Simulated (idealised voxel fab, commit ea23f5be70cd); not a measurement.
process module | voxel released beams
cross-section cut | 270 nm wide | cells 5 nm
A cross-section is a grid of square cells, given in bands from the top down. A band is one or more rows of cells.
Each band's line starts with the height of the band's top and of its bottom, in nm. Then come its materials from left to right, each with its width in nm. One material with "throughout" fills the band from edge to edge. "air" is empty space.
Height 0 is the level under which the wafer as received is all one material. The lowest band goes on downwards, as in "0 down".
A width such as "30 to 40" changes by the same amount from each row of cells to the next, from the band's top row to its bottom row.
"no change" after a step means that no cell of the cross-section changed.
closed voids: empty space of 8 cells or more with no open way to the top, each as width x height at its distance from the left edge, in nm
after a step's settings: what the simulator itself notes on the step
overlay nm, on a step with a mask: how far to the right of its planned place the mask lay; to the left if negative
plan
1 op RECEIVE | material Si
2 op CONFORMAL_DEP | material SiN | thk nm 5
3 op DIRECTIONAL_DEP | material SiO2 | thk nm 10
4 op MASKED_ETCH | tone open | mask id ANCHOR | width nm 35 | etch materials SiO2 | depth nm 10 | overlay nm 0
5 op CONFORMAL_DEP | material polySi | thk nm 10
6 op DIRECTIONAL_DEP | material aC | thk nm 15
7 op PATTERN | tone cover | mask id BEAM | material resist | width nm 100 | thk nm 30 | overlay nm 0
8 op DIRECTIONAL_ETCH | etch materials aC | depth nm 15
9 op STRIP | etch materials resist
10 op DIRECTIONAL_ETCH | etch materials polySi | depth nm 10
11 op STRIP | etch materials aC
12 op STRIP | etch materials SiO2
as received, after step 1
  0 down: Si throughout
  closed voids: none
first wafer at the end, as planned
  25 to 15: air 80 | polySi 15 | air 15 | polySi 70 | air 90
  15 to 5: air 85 | polySi 35 | air 150
  5 to 0: SiN throughout
  0 down: Si throughout
  closed voids: none
second wafer at the end: like start, like plan, one mistake
  25 to 15: air 85 | polySi 10 | air 15 | polySi 75 | air 85
  15 to 5: air 85 | polySi 35 | air 150
  5 to 0: SiN throughout
  0 down: Si throughout
  closed voids: none
what went wrong: step 7 ran as: op PATTERN | tone cover | mask id BEAM | material resist | width nm 100 | thk nm 30 | overlay nm 5
at the end the second wafer has, in cells: as many of each material as the first, in other places
